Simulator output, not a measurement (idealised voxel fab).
voxel released beams: a process module
In the cross-section labelled cut, the width is 185 nm and each square cell is 5 nm.
Throughout this document, each cross-section is represented as a grid of square cells and is presented as a sequence of bands enumerated from the top downward, where a band comprises one or more rows of cells.
Band entry format. Leading values: height of top, height of bottom, nm. Remainder: materials in left-to-right order, each with its width in nm. Special words: "all across" on a single material, which then fills the band edge to edge; "blank", empty space.
Convention: height 0 is the level below which the wafer, as received, is all one material. The lowest band does not terminate at the bottom but continues downward, represented as "top 0, no bottom".
The notation "30..40" denotes a width that varies across the rows of cells in the band, beginning at the first number in the top row, finishing at the second number in the bottom row, and changing by an identical amount from each row to the next.
When a step is marked "nothing altered", none of the cells in the cross-section changed during that step.
In "Closed cavities" the enclosed voids are listed, meaning empty spaces of 8 cells or larger without any opening to the top. The form is width x height at distance, distance from the left edge, units nm.
Past the settings on a step's line: simulator remark, on that step.
Regarding "overlay nm": on a step with a mask, it is the distance the mask lay to the right of its planned place; a negative value places it to the left.
The planned process steps are enumerated hereunder:
1: RECEIVE (material Si)
2: CONFORMAL_DEP (material SiN; thk nm 5)
3: DIRECTIONAL_DEP (material SiO2; thk nm 10)
4: MASKED_ETCH (tone open; mask id ANCHOR; width nm 45; etch materials SiO2; depth nm 10; overlay nm 0)
5: CONFORMAL_DEP (material TiN; thk nm 15)
6: DIRECTIONAL_DEP (material aC; thk nm 15)
7: PATTERN (tone cover; mask id BEAM; material resist; width nm 120; thk nm 30; overlay nm 0)
8: DIRECTIONAL_ETCH (etch materials aC; depth nm 15)
9: STRIP (etch materials resist)
10: DIRECTIONAL_ETCH (etch materials TiN; depth nm 15)
11: STRIP (etch materials aC)
12: STRIP (etch materials SiO2)
Cross-section of the wafer as it came to us, i.e., already through step 1:
	top 0, no bottom | Si all across
	Closed cavities: none
First of two wafers at the end of the module, shown in cross-section; run carried out as planned:
	top 30, bottom 20 | blank (30), then TiN (20), then blank (15), then TiN (85), then blank (35)
	top 20, bottom 15 | blank (30), then TiN (120), then blank (35)
	top 15, bottom 5 | blank (35), then TiN (45), then blank (105)
	top 5, bottom 0 | SiN all across
	top 0, no bottom | Si all across
	Closed cavities: none
Wafer two, sectioned after the module: the first wafer's start, the first wafer's plan, and one mistake in how it was run:
	top 20, bottom 5 | blank (30), then TiN (120), then blank (35)
	top 5, bottom 0 | SiN all across
	top 0, no bottom | Si all across
	Closed cavities: none
Plan not followed: step 3 of the plan was bypassed and not carried out
Bottom line after processing is that, in cells, the second wafer is up or down on some materials versus the first: -12 TiN
